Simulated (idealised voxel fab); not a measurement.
Module name: voxel wiring stack (process module)
Section shown: cut. Width: 235 nm. Cell size: 5 nm, square.
Cross-section format: a grid of square cells, given as bands from top to bottom; each band is one or more rows of cells. Band entry format. Leading values: height of top, height of bottom, nm. Remainder: materials in left-to-right order, each with its width in nm. Special words: "throughout" on a single material, which then fills the band edge to edge; "empty", empty space. It should be noted that heights are counted from 0, beneath which the wafer as supplied is of one material throughout, and that the lowest band possesses no lower boundary but continues downward, as written in "0 down". The width entry "30->40" should be interpreted row by row: the top row of cells in the band takes the first number, the bottom row takes the second number, and the change between adjacent rows is uniform throughout. Basically "no alterations made" means that step didn't change any cell in the cross-section. Entry "Enclosed void catalog" = empty spaces >= 8 cells with no open way to the top; each as width x height at distance, distance from left edge, all nm. Past the settings on a step's line: simulator remark, on that step. "overlay nm" on a masked step: distance the mask lay right of its planned place, negative for left. The remainder of this document consists of a sequence of paired cross-sections. Each pair presents the cross-section prior to one process step together with the cross-section following it, the latter being rendered only as deep as the lowest band that underwent change. The intervening step, together with its settings, is stated beneath each pair. Because the pairs may originate from different runs of this module on the same starting wafer, a given pair is to be read as continuing from the preceding pair only where its entry headed "Cross-section, before" so indicates.
Cross-section, before
* 0 down = Si throughout
* Enclosed void catalog: none
Resulting Cross-Section
* 15 to 0 = SiO2 throughout
* Beneath the level 0, the cross-section is identical to its previous state.
* Enclosed void catalog: none
Step, pre vs post cross-sections above: CONFORMAL_DEP (material SiO2; thk nm 15)
Cross-section, before: unchanged from the after cross-section in the pair immediately above; refer to that figure.
Resulting Cross-Section
* 20 to 15 = TiN throughout
* Beneath the level 15, the cross-section is identical to its previous state.
* Enclosed void catalog: none
Step, pre vs post cross-sections above: DIRECTIONAL_DEP (material TiN; thk nm 5)
Cross-section, before: unchanged from the after cross-section in the pair immediately above; refer to that figure.
Resulting Cross-Section
* 45 to 20 = W throughout
* Beneath the level 20, the cross-section is identical to its previous state.
* Enclosed void catalog: none
Step, pre vs post cross-sections above: DIRECTIONAL_DEP (material W; thk nm 25)
Cross-section, before: unchanged from the after cross-section in the pair immediately above; refer to that figure.
Resulting Cross-Section
* 60 to 45 = 85 of empty | 20 of resist | 20 of empty | 20 of resist | 90 of empty
* Beneath the level 45, the cross-section is identical to its previous state.
* Enclosed void catalog: none
Step, pre vs post cross-sections above: PATTERN (tone cover; mask id METAL_1; material resist; width nm 20; pitch nm 40; thk nm 15; overlay nm 0)
Cross-section, before: unchanged from the after cross-section in the pair immediately above; refer to that figure.
Resulting Cross-Section
* 60 to 45 = 85 of empty | 20 of resist | 20 of empty | 20 of resist | 90 of empty
* 45 to 20 = 85 of empty | 20 of W | 20 of empty | 20 of W | 90 of empty
* Beneath the level 20, the cross-section is identical to its previous state.
* Enclosed void catalog: none
Step, pre vs post cross-sections above: DIRECTIONAL_ETCH (etch materials W; depth nm 25)
Cross-section, before: unchanged from the after cross-section in the pair immediately above; refer to that figure.
Resulting Cross-Section
* 60 to 45 = 85 of empty | 20 of resist | 20 of empty | 20 of resist | 90 of empty
* 45 to 20 = 85 of empty | 20 of W | 20 of empty | 20 of W | 90 of empty
* 20 to 15 = 85 of empty | 20 of TiN | 20 of empty | 20 of TiN | 90 of empty
* Beneath the level 15, the cross-section is identical to its previous state.
* Enclosed void catalog: none
Step, pre vs post cross-sections above: DIRECTIONAL_ETCH (etch materials TiN; depth nm 5)
Cross-section, before: unchanged from the after cross-section in the pair immediately above; refer to that figure.
Resulting Cross-Section
* 45 to 20 = 85 of empty | 20 of W | 20 of empty | 20 of W | 90 of empty
* Beneath the level 20, the cross-section is identical to its previous state.
* Enclosed void catalog: none
Step, pre vs post cross-sections above: STRIP (etch materials resist)
Cross-section, before: unchanged from the after cross-section in the pair immediately above; refer to that figure.
Resulting Cross-Section
* 50 to 45 = lowk throughout
* 45 to 20 = 85 of lowk | 20 of W | 20 of lowk | 20 of W | 90 of lowk
* 20 to 15 = 85 of lowk | 20 of TiN | 20 of lowk | 20 of TiN | 90 of lowk
* Beneath the level 15, the cross-section is identical to its previous state.
* Enclosed void catalog: none
Step, pre vs post cross-sections above: FILL_DEP (material lowk; thk nm 5)
Cross-section, before: unchanged from the after cross-section in the pair immediately above; refer to that figure.
Resulting Cross-Section
* 45 to 20 = 85 of lowk | 20 of W | 20 of lowk | 20 of W | 90 of lowk
* Beneath the level 20, the cross-section is identical to its previous state.
* Enclosed void catalog: none
Step, pre vs post cross-sections above: CMP (height nm 45)
Cross-section, before: unchanged from the after cross-section in the pair immediately above; refer to that figure.
Resulting Cross-Section
* 50 to 45 = SiCN throughout
* Beneath the level 45, the cross-section is identical to its previous state.
* Enclosed void catalog: none
Step, pre vs post cross-sections above: CONFORMAL_DEP (material SiCN; thk nm 5)
Cross-section, before: unchanged from the after cross-section in the pair immediately above; refer to that figure.
Resulting Cross-Section
* 65 to 50 = SiO2 throughout
* Beneath the level 50, the cross-section is identical to its previous state.
* Enclosed void catalog: none
Step, pre vs post cross-sections above: DIRECTIONAL_DEP (material SiO2; thk nm 15)
Cross-section, before: unchanged from the after cross-section in the pair immediately above; refer to that figure.
Resulting Cross-Section
* 85 to 65 = 85 of resist | 15 of empty | 25 of resist | 15 of empty | 95 of resist
* Beneath the level 65, the cross-section is identical to its previous state.
* Enclosed void catalog: none
Step, pre vs post cross-sections above: PATTERN (tone open; mask id PLUG_1; material resist; width nm 15; pitch nm 40; thk nm 20; overlay nm 0)
Cross-section, before: unchanged from the after cross-section in the pair immediately above; refer to that figure.
Resulting Cross-Section
* 85 to 65 = 85 of resist | 15 of empty | 25 of resist | 15 of empty | 95 of resist
* 65 to 50 = 85 of SiO2 | 15 of empty | 25 of SiO2 | 15 of empty | 95 of SiO2
* Beneath the level 50, the cross-section is identical to its previous state.
* Enclosed void catalog: none
Step, pre vs post cross-sections above: DIRECTIONAL_ETCH (etch materials SiO2; depth nm 15)
Cross-section, before: unchanged from the after cross-section in the pair immediately above; refer to that figure.
Resulting Cross-Section
* 85 to 65 = 85 of resist | 15 of empty | 25 of resist | 15 of empty | 95 of resist
* 65 to 50 = 85 of SiO2 | 15 of empty | 25 of SiO2 | 15 of empty | 95 of SiO2
* 50 to 45 = 85 of SiCN | 15 of empty | 25 of SiCN | 15 of empty | 95 of SiCN
* Beneath the level 45, the cross-section is identical to its previous state.
* Enclosed void catalog: none
Step, pre vs post cross-sections above: DIRECTIONAL_ETCH (etch materials SiCN; depth nm 5)
Cross-section, before: unchanged from the after cross-section in the pair immediately above; refer to that figure.
Resulting Cross-Section
* 65 to 50 = 85 of SiO2 | 15 of empty | 25 of SiO2 | 15 of empty | 95 of SiO2
* Beneath the level 50, the cross-section is identical to its previous state.
* Enclosed void catalog: none
Step, pre vs post cross-sections above: STRIP (etch materials resist)
Cross-section, before: unchanged from the after cross-section in the pair immediately above; refer to that figure.
Resulting Cross-Section
* 70 to 65 = 90 of TiN | 5 of empty | 35 of TiN | 5 of empty | 100 of TiN
* 65 to 50 = 85 of SiO2 | 5 of TiN | 5 of empty | 5 of TiN | 25 of SiO2 | 5 of TiN | 5 of empty | 5 of TiN | 95 of SiO2
* 50 to 45 = 85 of SiCN | 15 of TiN | 25 of SiCN | 15 of TiN | 95 of SiCN
* Beneath the level 45, the cross-section is identical to its previous state.
* Enclosed void catalog: none
Step, pre vs post cross-sections above: CONFORMAL_DEP (material TiN; thk nm 5)
Cross-section, before: unchanged from the after cross-section in the pair immediately above; refer to that figure.
Resulting Cross-Section
* 80 to 70 = W throughout
* 70 to 65 = 90 of TiN | 5 of W | 35 of TiN | 5 of W | 100 of TiN
* 65 to 50 = 85 of SiO2 | 5 of TiN | 5 of W | 5 of TiN | 25 of SiO2 | 5 of TiN | 5 of W | 5 of TiN | 95 of SiO2
* Beneath the level 50, the cross-section is identical to its previous state.
* Enclosed void catalog: none
Step, pre vs post cross-sections above: FILL_DEP (material W; thk nm 10)
Cross-section, before: unchanged from the after cross-section in the pair immediately above; refer to that figure.
Resulting Cross-Section
* 65 to 50 = 85 of SiO2 | 5 of TiN | 5 of W | 5 of TiN | 25 of SiO2 | 5 of TiN | 5 of W | 5 of TiN | 95 of SiO2
* Beneath the level 50, the cross-section is identical to its previous state.
* Enclosed void catalog: none
Step, pre vs post cross-sections above: CMP (height nm 65)
Cross-section, before: unchanged from the after cross-section in the pair immediately above; refer to that figure.
Resulting Cross-Section
* 70 to 65 = SiCN throughout
* Beneath the level 65, the cross-section is identical to its previous state.
* Enclosed void catalog: none
Step, pre vs post cross-sections above: CONFORMAL_DEP (material SiCN; thk nm 5)
Cross-section, before: unchanged from the after cross-section in the pair immediately above; refer to that figure.
Resulting Cross-Section
* 90 to 70 = SiO2 throughout
* Beneath the level 70, the cross-section is identical to its previous state.
* Enclosed void catalog: none
Step, pre vs post cross-sections above: DIRECTIONAL_DEP (material SiO2; thk nm 20)
Cross-section, before: unchanged from the after cross-section in the pair immediately above; refer to that figure.
Resulting Cross-Section
* 105 to 90 = 85 of resist | 20 of empty | 20 of resist | 20 of empty | 90 of resist
* Beneath the level 90, the cross-section is identical to its previous state.
* Enclosed void catalog: none
Step, pre vs post cross-sections above: PATTERN (tone open; mask id METAL_2; material resist; width nm 20; pitch nm 40; thk nm 15; overlay nm 0)
Cross-section, before: unchanged from the after cross-section in the pair immediately above; refer to that figure.
Resulting Cross-Section
* 105 to 90 = 85 of resist | 20 of empty | 20 of resist | 20 of empty | 90 of resist
* 90 to 70 = 85 of SiO2 | 20 of empty | 20 of SiO2 | 20 of empty | 90 of SiO2
* Beneath the level 70, the cross-section is identical to its previous state.
* Enclosed void catalog: none
Step, pre vs post cross-sections above: DIRECTIONAL_ETCH (etch materials SiO2; depth nm 20)
Cross-section, before: unchanged from the after cross-section in the pair immediately above; refer to that figure.
Resulting Cross-Section
* 105 to 90 = 85 of resist | 20 of empty | 20 of resist | 20 of empty | 90 of resist
* 90 to 70 = 85 of SiO2 | 20 of empty | 20 of SiO2 | 20 of empty | 90 of SiO2
* 70 to 65 = 85 of SiCN | 20 of empty | 20 of SiCN | 20 of empty | 90 of SiCN
* Beneath the level 65, the cross-section is identical to its previous state.
* Enclosed void catalog: none
Step, pre vs post cross-sections above: DIRECTIONAL_ETCH (etch materials SiCN; depth nm 5)
Cross-section, before: unchanged from the after cross-section in the pair immediately above; refer to that figure.
Resulting Cross-Section
* 90 to 70 = 85 of SiO2 | 20 of empty | 20 of SiO2 | 20 of empty | 90 of SiO2
* Beneath the level 70, the cross-section is identical to its previous state.
* Enclosed void catalog: none
Step, pre vs post cross-sections above: STRIP (etch materials resist)
Cross-section, before: unchanged from the after cross-section in the pair immediately above; refer to that figure.
Resulting Cross-Section
* 95 to 90 = 90 of TiN | 10 of empty | 30 of TiN | 10 of empty | 95 of TiN
* 90 to 70 = 85 of SiO2 | 5 of TiN | 10 of empty | 5 of TiN | 20 of SiO2 | 5 of TiN | 10 of empty | 5 of TiN | 90 of SiO2
* 70 to 65 = 85 of SiCN | 20 of TiN | 20 of SiCN | 20 of TiN | 90 of SiCN
* Beneath the level 65, the cross-section is identical to its previous state.
* Enclosed void catalog: none
Step, pre vs post cross-sections above: CONFORMAL_DEP (material TiN; thk nm 5)
Cross-section, before: unchanged from the after cross-section in the pair immediately above; refer to that figure.
Resulting Cross-Section
* 105 to 95 = Cu throughout
* 95 to 90 = 90 of TiN | 10 of Cu | 30 of TiN | 10 of Cu | 95 of TiN
* 90 to 70 = 85 of SiO2 | 5 of TiN | 10 of Cu | 5 of TiN | 20 of SiO2 | 5 of TiN | 10 of Cu | 5 of TiN | 90 of SiO2
* Beneath the level 70, the cross-section is identical to its previous state.
* Enclosed void catalog: none
Step, pre vs post cross-sections above: FILL_DEP (material Cu; thk nm 10)
Cross-section, before: unchanged from the after cross-section in the pair immediately above; refer to that figure.
Resulting Cross-Section
* 90 to 70 = 85 of SiO2 | 5 of TiN | 10 of Cu | 5 of TiN | 20 of SiO2 | 5 of TiN | 10 of Cu | 5 of TiN | 90 of SiO2
* Beneath the level 70, the cross-section is identical to its previous state.
* Enclosed void catalog: none
Step, pre vs post cross-sections above: CMP (height nm 90)
Cross-section, before: unchanged from the after cross-section in the pair immediately above; refer to that figure.
Resulting Cross-Section
* 95 to 90 = 80 of empty | 30 of Ru | 10 of empty | 30 of Ru | 85 of empty
* Beneath the level 90, the cross-section is identical to its previous state.
* Enclosed void catalog: none
Step, pre vs post cross-sections above: EPI (material Ru; thk nm 5)
Cross-section, before: unchanged from the after cross-section in the pair immediately above; refer to that figure.
Resulting Cross-Section
* 100 to 95 = SiCN throughout
* 95 to 90 = 80 of SiCN | 30 of Ru | 10 of SiCN | 30 of Ru | 85 of SiCN
* Beneath the level 90, the cross-section is identical to its previous state.
* Enclosed void catalog: none
Step, pre vs post cross-sections above: FILL_DEP (material SiCN; thk nm 5)
Cross-section, before: unchanged from the after cross-section in the pair immediately above; refer to that figure.
Resulting Cross-Section
* 130 to 100 = lowk throughout
* Beneath the level 100, the cross-section is identical to its previous state.
* Enclosed void catalog: none
Step, pre vs post cross-sections above: DIRECTIONAL_DEP (material lowk; thk nm 30)
Cross-section, before: unchanged from the after cross-section in the pair immediately above; refer to that figure.
Resulting Cross-Section
* 150 to 130 = 85 of resist | 20 of empty | 20 of resist | 20 of empty | 90 of resist
* Beneath the level 130, the cross-section is identical to its previous state.
* Enclosed void catalog: none
Step, pre vs post cross-sections above: PATTERN (tone open; mask id METAL_3; material resist; width nm 20; pitch nm 40; thk nm 20; overlay nm 0)
Cross-section, before: unchanged from the after cross-section in the pair immediately above; refer to that figure.
Resulting Cross-Section
* 150 to 130 = 85 of resist | 20 of empty | 20 of resist | 20 of empty | 90 of resist
* 130 to 110 = 85 of lowk | 20 of empty | 20 of lowk | 20 of empty | 90 of lowk
* Beneath the level 110, the cross-section is identical to its previous state.
* Enclosed void catalog: none
Step, pre vs post cross-sections above: DIRECTIONAL_ETCH (etch materials lowk; depth nm 20)
Cross-section, before: unchanged from the after cross-section in the pair immediately above; refer to that figure.
Resulting Cross-Section
* 130 to 110 = 85 of lowk | 20 of empty | 20 of lowk | 20 of empty | 90 of lowk
* Beneath the level 110, the cross-section is identical to its previous state.
* Enclosed void catalog: none
Step, pre vs post cross-sections above: STRIP (etch materials resist)
Cross-section, before: unchanged from the after cross-section in the pair immediately above; refer to that figure.
Resulting Cross-Section
* 140 to 130 = 85 of aC | 20 of empty | 20 of aC | 20 of empty | 90 of aC
* 130 to 120 = 85 of lowk | 20 of empty | 20 of lowk | 20 of empty | 90 of lowk
* 120 to 110 = 85 of lowk | 20 of aC | 20 of lowk | 20 of aC | 90 of lowk
* Beneath the level 110, the cross-section is identical to its previous state.
* Enclosed void catalog: none
Step, pre vs post cross-sections above: DIRECTIONAL_DEP (material aC; thk nm 10)
Cross-section, before: unchanged from the after cross-section in the pair immediately above; refer to that figure.
Resulting Cross-Section
* 165 to 140 = 85 of resist | 15 of empty | 135 of resist
* 140 to 130 = 85 of aC | 15 of empty | 5 of resist | 20 of aC | 20 of resist | 90 of aC
* 130 to 120 = 85 of lowk | 15 of empty | 5 of resist | 20 of lowk | 20 of resist | 90 of lowk
* Beneath the level 120, the cross-section is identical to its previous state.
* Enclosed void catalog: none
Step, pre vs post cross-sections above: PATTERN (tone open; mask id METAL_3_HOLES; material resist; width nm 15; thk nm 25; overlay nm 0)
Cross-section, before: unchanged from the after cross-section in the pair immediately above; refer to that figure.
Resulting Cross-Section
* 155 to 140 = 85 of resist | 15 of empty | 135 of resist
* 140 to 130 = 85 of aC | 15 of empty | 5 of resist | 20 of aC | 20 of resist | 90 of aC
* 130 to 120 = 85 of lowk | 15 of empty | 5 of resist | 20 of lowk | 20 of resist | 90 of lowk
* 120 to 110 = 85 of lowk | 15 of empty | 5 of aC | 20 of lowk | 20 of aC | 90 of lowk
* Beneath the level 110, the cross-section is identical to its previous state.
* Enclosed void catalog: none
Step, pre vs post cross-sections above: DIRECTIONAL_ETCH (etch materials aC; depth nm 10)
Cross-section, before: unchanged from the after cross-section in the pair immediately above; refer to that figure.
Resulting Cross-Section
* 140 to 130 = 85 of aC | 20 of empty | 20 of aC | 20 of empty | 90 of aC
* 130 to 120 = 85 of lowk | 20 of empty | 20 of lowk | 20 of empty | 90 of lowk
* Beneath the level 120, the cross-section is identical to its previous state.
* Enclosed void catalog: none
Step, pre vs post cross-sections above: STRIP (etch materials resist)
Cross-section, before: unchanged from the after cross-section in the pair immediately above; refer to that figure.
Resulting Cross-Section
* 140 to 130 = 85 of aC | 20 of empty | 20 of aC | 20 of empty | 90 of aC
* 130 to 120 = 85 of lowk | 20 of empty | 20 of lowk | 20 of empty | 90 of lowk
* 120 to 110 = 85 of lowk | 15 of empty | 5 of aC | 20 of lowk | 20 of aC | 90 of lowk
* 110 to 100 = 85 of lowk | 15 of empty | 135 of lowk
* Beneath the level 100, the cross-section is identical to its previous state.
* Enclosed void catalog: none
Step, pre vs post cross-sections above: DIRECTIONAL_ETCH (etch materials lowk; depth nm 10)
Cross-section, before: unchanged from the after cross-section in the pair immediately above; refer to that figure.
Resulting Cross-Section
* 140 to 130 = 85 of aC | 20 of empty | 20 of aC | 20 of empty | 90 of aC
* 130 to 120 = 85 of lowk | 20 of empty | 20 of lowk | 20 of empty | 90 of lowk
* 120 to 110 = 85 of lowk | 15 of empty | 5 of aC | 20 of lowk | 20 of aC | 90 of lowk
* 110 to 100 = 85 of lowk | 15 of empty | 135 of lowk
* 100 to 95 = 85 of SiCN | 15 of empty | 135 of SiCN
* Beneath the level 95, the cross-section is identical to its previous state.
* Enclosed void catalog: none
Step, pre vs post cross-sections above: DIRECTIONAL_ETCH (etch materials SiCN; depth nm 5)
Cross-section, before: unchanged from the after cross-section in the pair immediately above; refer to that figure.
Resulting Cross-Section
* 130 to 110 = 85 of lowk | 20 of empty | 20 of lowk | 20 of empty | 90 of lowk
* Beneath the level 110, the cross-section is identical to its previous state.
* Enclosed void catalog: none
Step, pre vs post cross-sections above: STRIP (etch materials aC)
Cross-section, before: unchanged from the after cross-section in the pair immediately above; refer to that figure.
Resulting Cross-Section
* 135 to 130 = 90 of TiN | 10 of empty | 30 of TiN | 10 of empty | 95 of TiN
* 130 to 115 = 85 of lowk | 5 of TiN | 10 of empty | 5 of TiN | 20 of lowk | 5 of TiN | 10 of empty | 5 of TiN | 90 of lowk
* 115 to 110 = 85 of lowk | 5 of TiN | 5 of empty | 10 of TiN | 20 of lowk | 20 of TiN | 90 of lowk
* 110 to 100 = 85 of lowk | 5 of TiN | 5 of empty | 5 of TiN | 135 of lowk
* 100 to 95 = 85 of SiCN | 15 of TiN | 135 of SiCN
* Beneath the level 95, the cross-section is identical to its previous state.
* Enclosed void catalog: none
Step, pre vs post cross-sections above: CONFORMAL_DEP (material TiN; thk nm 5)
Cross-section, before: unchanged from the after cross-section in the pair immediately above; refer to that figure.
Resulting Cross-Section
* 140 to 135 = Ru throughout
* 135 to 130 = 90 of TiN | 10 of Ru | 30 of TiN | 10 of Ru | 95 of TiN
* 130 to 115 = 85 of lowk | 5 of TiN | 10 of Ru | 5 of TiN | 20 of lowk | 5 of TiN | 10 of Ru | 5 of TiN | 90 of lowk
* 115 to 110 = 85 of lowk | 5 of TiN | 5 of Ru | 10 of TiN | 20 of lowk | 20 of TiN | 90 of lowk
* 110 to 100 = 85 of lowk | 5 of TiN | 5 of Ru | 5 of TiN | 135 of lowk
* Beneath the level 100, the cross-section is identical to its previous state.
* Enclosed void catalog: none
Step, pre vs post cross-sections above: FILL_DEP (material Ru; thk nm 5)
Cross-section, before: unchanged from the after cross-section in the pair immediately above; refer to that figure.
Resulting Cross-Section
* 130 to 115 = 85 of lowk | 5 of TiN | 10 of Ru | 5 of TiN | 20 of lowk | 5 of TiN | 10 of Ru | 5 of TiN | 90 of lowk
* Beneath the level 115, the cross-section is identical to its previous state.
* Enclosed void catalog: none
Step, pre vs post cross-sections above: CMP (height nm 130)
Cross-section, before: unchanged from the after cross-section in the pair immediately above; refer to that figure.
Resulting Cross-Section
* 135 to 130 = SiCN throughout
* Beneath the level 130, the cross-section is identical to its previous state.
* Enclosed void catalog: none
Step, pre vs post cross-sections above: CONFORMAL_DEP (material SiCN; thk nm 5)
Cross-section, before: unchanged from the after cross-section in the pair immediately above; refer to that figure.
Resulting Cross-Section
* 145 to 135 = lowk throughout
* Beneath the level 135, the cross-section is identical to its previous state.
* Enclosed void catalog: none
Step, pre vs post cross-sections above: DIRECTIONAL_DEP (material lowk; thk nm 10)
Cross-section, before: unchanged from the after cross-section in the pair immediately above; refer to that figure.
Resulting Cross-Section
* 155 to 145 = aC throughout
* Beneath the level 145, the cross-section is identical to its previous state.
* Enclosed void catalog: none
Step, pre vs post cross-sections above: DIRECTIONAL_DEP (material aC; thk nm 10)
Cross-section, before: unchanged from the after cross-section in the pair immediately above; refer to that figure.
Resulting Cross-Section
* 180 to 155 = 85 of resist | 15 of empty | 25 of resist | 15 of empty | 95 of resist
* Beneath the level 155, the cross-section is identical to its previous state.
* Enclosed void catalog: none
Step, pre vs post cross-sections above: PATTERN (tone open; mask id PLUG_3; material resist; width nm 15; pitch nm 40; thk nm 25; overlay nm 0)
Cross-section, before: unchanged from the after cross-section in the pair immediately above; refer to that figure.
Resulting Cross-Section
* 170 to 155 = 85 of resist | 15 of empty | 25 of resist | 15 of empty | 95 of resist
* 155 to 145 = 85 of aC | 15 of empty | 25 of aC | 15 of empty | 95 of aC
* Beneath the level 145, the cross-section is identical to its previous state.
* Enclosed void catalog: none
Step, pre vs post cross-sections above: DIRECTIONAL_ETCH (etch materials aC; depth nm 10)
Cross-section, before: unchanged from the after cross-section in the pair immediately above; refer to that figure.
Resulting Cross-Section
* 155 to 145 = 85 of aC | 15 of empty | 25 of aC | 15 of empty | 95 of aC
* Beneath the level 145, the cross-section is identical to its previous state.
* Enclosed void catalog: none
Step, pre vs post cross-sections above: STRIP (etch materials resist)
Cross-section, before: unchanged from the after cross-section in the pair immediately above; refer to that figure.
Resulting Cross-Section
* 155 to 145 = 85 of aC | 15 of empty | 25 of aC | 15 of empty | 95 of aC
* 145 to 135 = 85 of lowk | 15 of empty | 25 of lowk | 15 of empty | 95 of lowk
* Beneath the level 135, the cross-section is identical to its previous state.
* Enclosed void catalog: none
Step, pre vs post cross-sections above: DIRECTIONAL_ETCH (etch materials lowk; depth nm 10)
Cross-section, before: unchanged from the after cross-section in the pair immediately above; refer to that figure.
Resulting Cross-Section
* 155 to 145 = 85 of aC | 15 of empty | 25 of aC | 15 of empty | 95 of aC
* 145 to 135 = 85 of lowk | 15 of empty | 25 of lowk | 15 of empty | 95 of lowk
* 135 to 130 = 85 of SiCN | 15 of empty | 25 of SiCN | 15 of empty | 95 of SiCN
* Beneath the level 130, the cross-section is identical to its previous state.
* Enclosed void catalog: none
Step, pre vs post cross-sections above: DIRECTIONAL_ETCH (etch materials SiCN; depth nm 5)
Cross-section, before: unchanged from the after cross-section in the pair immediately above; refer to that figure.
Resulting Cross-Section
* 145 to 135 = 85 of lowk | 15 of empty | 25 of lowk | 15 of empty | 95 of lowk
* Beneath the level 135, the cross-section is identical to its previous state.
* Enclosed void catalog: none
Step, pre vs post cross-sections above: STRIP (etch materials aC)
Cross-section, before: unchanged from the after cross-section in the pair immediately above; refer to that figure.
Resulting Cross-Section
* 150 to 145 = 90 of TiN | 5 of empty | 35 of TiN | 5 of empty | 100 of TiN
* 145 to 135 = 85 of lowk | 5 of TiN | 5 of empty | 5 of TiN | 25 of lowk | 5 of TiN | 5 of empty | 5 of TiN | 95 of lowk
* 135 to 130 = 85 of SiCN | 15 of TiN | 25 of SiCN | 15 of TiN | 95 of SiCN
* Beneath the level 130, the cross-section is identical to its previous state.
* Enclosed void catalog: none
Step, pre vs post cross-sections above: CONFORMAL_DEP (material TiN; thk nm 5)
Cross-section, before: unchanged from the after cross-section in the pair immediately above; refer to that figure.
Resulting Cross-Section
* 155 to 150 = Cu throughout
* 150 to 145 = 90 of TiN | 5 of Cu | 35 of TiN | 5 of Cu | 100 of TiN
* 145 to 135 = 85 of lowk | 5 of TiN | 5 of Cu | 5 of TiN | 25 of lowk | 5 of TiN | 5 of Cu | 5 of TiN | 95 of lowk
* Beneath the level 135, the cross-section is identical to its previous state.
* Enclosed void catalog: none
Step, pre vs post cross-sections above: FILL_DEP (material Cu; thk nm 5)
Cross-section, before: unchanged from the after cross-section in the pair immediately above; refer to that figure.
Resulting Cross-Section
* 145 to 135 = 85 of lowk | 5 of TiN | 5 of Cu | 5 of TiN | 25 of lowk | 5 of TiN | 5 of Cu | 5 of TiN | 95 of lowk
* Beneath the level 135, the cross-section is identical to its previous state.
* Enclosed void catalog: none
Step, pre vs post cross-sections above: CMP (height nm 145)
Cross-section, before: unchanged from the after cross-section in the pair immediately above; refer to that figure.
Resulting Cross-Section
* 150 to 145 = TiN throughout
* Beneath the level 145, the cross-section is identical to its previous state.
* Enclosed void catalog: none
Step, pre vs post cross-sections above: DIRECTIONAL_DEP (material TiN; thk nm 5)
Cross-section, before: unchanged from the after cross-section in the pair immediately above; refer to that figure.
Resulting Cross-Section
* 165 to 150 = Ru throughout
* Beneath the level 150, the cross-section is identical to its previous state.
* Enclosed void catalog: none
Step, pre vs post cross-sections above: DIRECTIONAL_DEP (material Ru; thk nm 15)
Cross-section, before: unchanged from the after cross-section in the pair immediately above; refer to that figure.
Resulting Cross-Section
* 175 to 165 = aC throughout
* Beneath the level 165, the cross-section is identical to its previous state.
* Enclosed void catalog: none
Step, pre vs post cross-sections above: DIRECTIONAL_DEP (material aC; thk nm 10)
Cross-section, before: unchanged from the after cross-section in the pair immediately above; refer to that figure.
Resulting Cross-Section
* 205 to 175 = 85 of empty | 20 of resist | 20 of empty | 20 of resist | 90 of empty
* Beneath the level 175, the cross-section is identical to its previous state.
* Enclosed void catalog: none
Step, pre vs post cross-sections above: PATTERN (tone cover; mask id METAL_4; material resist; width nm 20; pitch nm 40; thk nm 30; overlay nm 0)
Cross-section, before: unchanged from the after cross-section in the pair immediately above; refer to that figure.
Resulting Cross-Section
* 195 to 175 = 85 of empty | 20 of resist | 20 of empty | 20 of resist | 90 of empty
* 175 to 165 = 85 of empty | 20 of aC | 20 of empty | 20 of aC | 90 of empty
* Beneath the level 165, the cross-section is identical to its previous state.
* Enclosed void catalog: none
Step, pre vs post cross-sections above: DIRECTIONAL_ETCH (etch materials aC; depth nm 10)
Cross-section, before: unchanged from the after cross-section in the pair immediately above; refer to that figure.
Resulting Cross-Section
* 175 to 165 = 85 of empty | 20 of aC | 20 of empty | 20 of aC | 90 of empty
* Beneath the level 165, the cross-section is identical to its previous state.
* Enclosed void catalog: none
Step, pre vs post cross-sections above: STRIP (etch materials resist)
Cross-section, before: unchanged from the after cross-section in the pair immediately above; refer to that figure.
Resulting Cross-Section
* 175 to 165 = 85 of empty | 20 of aC | 20 of empty | 20 of aC | 90 of empty
* 165 to 150 = 85 of empty | 20 of Ru | 20 of empty | 20 of Ru | 90 of empty
* Beneath the level 150, the cross-section is identical to its previous state.
* Enclosed void catalog: none
Step, pre vs post cross-sections above: DIRECTIONAL_ETCH (etch materials Ru; depth nm 15)
Cross-section, before: unchanged from the after cross-section in the pair immediately above; refer to that figure.
Resulting Cross-Section
* 175 to 165 = 85 of empty | 20 of aC | 20 of empty | 20 of aC | 90 of empty
* 165 to 150 = 85 of empty | 20 of Ru | 20 of empty | 20 of Ru | 90 of empty
* 150 to 145 = 85 of empty | 20 of TiN | 20 of empty | 20 of TiN | 90 of empty
* Beneath the level 145, the cross-section is identical to its previous state.
* Enclosed void catalog: none
Step, pre vs post cross-sections above: DIRECTIONAL_ETCH (etch materials TiN; depth nm 5)
Cross-section, before: unchanged from the after cross-section in the pair immediately above; refer to that figure.
Resulting Cross-Section
* 165 to 150 = 85 of empty | 20 of Ru | 20 of empty | 20 of Ru | 90 of empty
* Beneath the level 150, the cross-section is identical to its previous state.
* Enclosed void catalog: none
Step, pre vs post cross-sections above: STRIP (etch materials aC)
Cross-section, before: unchanged from the after cross-section in the pair immediately above; refer to that figure.
Resulting Cross-Section
* 170 to 165 = 80 of empty | 30 of SiN | 10 of empty | 30 of SiN | 85 of empty
* 165 to 150 = 80 of empty | 5 of SiN | 20 of Ru | 5 of SiN | 10 of empty | 5 of SiN | 20 of Ru | 5 of SiN | 85 of empty
* 150 to 145 = 85 of SiN | 20 of TiN | 20 of SiN | 20 of TiN | 90 of SiN
* Beneath the level 145, the cross-section is identical to its previous state.
* Enclosed void catalog: none
Step, pre vs post cross-sections above: CONFORMAL_DEP (material SiN; thk nm 5)
Cross-section, before: unchanged from the after cross-section in the pair immediately above; refer to that figure.
Resulting Cross-Section
* 180 to 170 = SiO2 throughout
* 170 to 165 = 80 of SiO2 | 30 of SiN | 10 of SiO2 | 30 of SiN | 85 of SiO2
* 165 to 150 = 80 of SiO2 | 5 of SiN | 20 of Ru | 5 of SiN | 10 of SiO2 | 5 of SiN | 20 of Ru | 5 of SiN | 85 of SiO2
* Beneath the level 150, the cross-section is identical to its previous state.
* Enclosed void catalog: none
Step, pre vs post cross-sections above: FILL_DEP (material SiO2; thk nm 10)
Cross-section, before: unchanged from the after cross-section in the pair immediately above; refer to that figure.
Resulting Cross-Section
* 165 to 150 = 80 of SiO2 | 5 of SiN | 20 of Ru | 5 of SiN | 10 of SiO2 | 5 of SiN | 20 of Ru | 5 of SiN | 85 of SiO2
* Beneath the level 150, the cross-section is identical to its previous state.
* Enclosed void catalog: none
Step, pre vs post cross-sections above: CMP (height nm 165)
Cross-section, before: unchanged from the after cross-section in the pair immediately above; refer to that figure.
Resulting Cross-Section
* 170 to 165 = SiCN throughout
* Beneath the level 165, the cross-section is identical to its previous state.
* Enclosed void catalog: none
Step, pre vs post cross-sections above: CONFORMAL_DEP (material SiCN; thk nm 5)
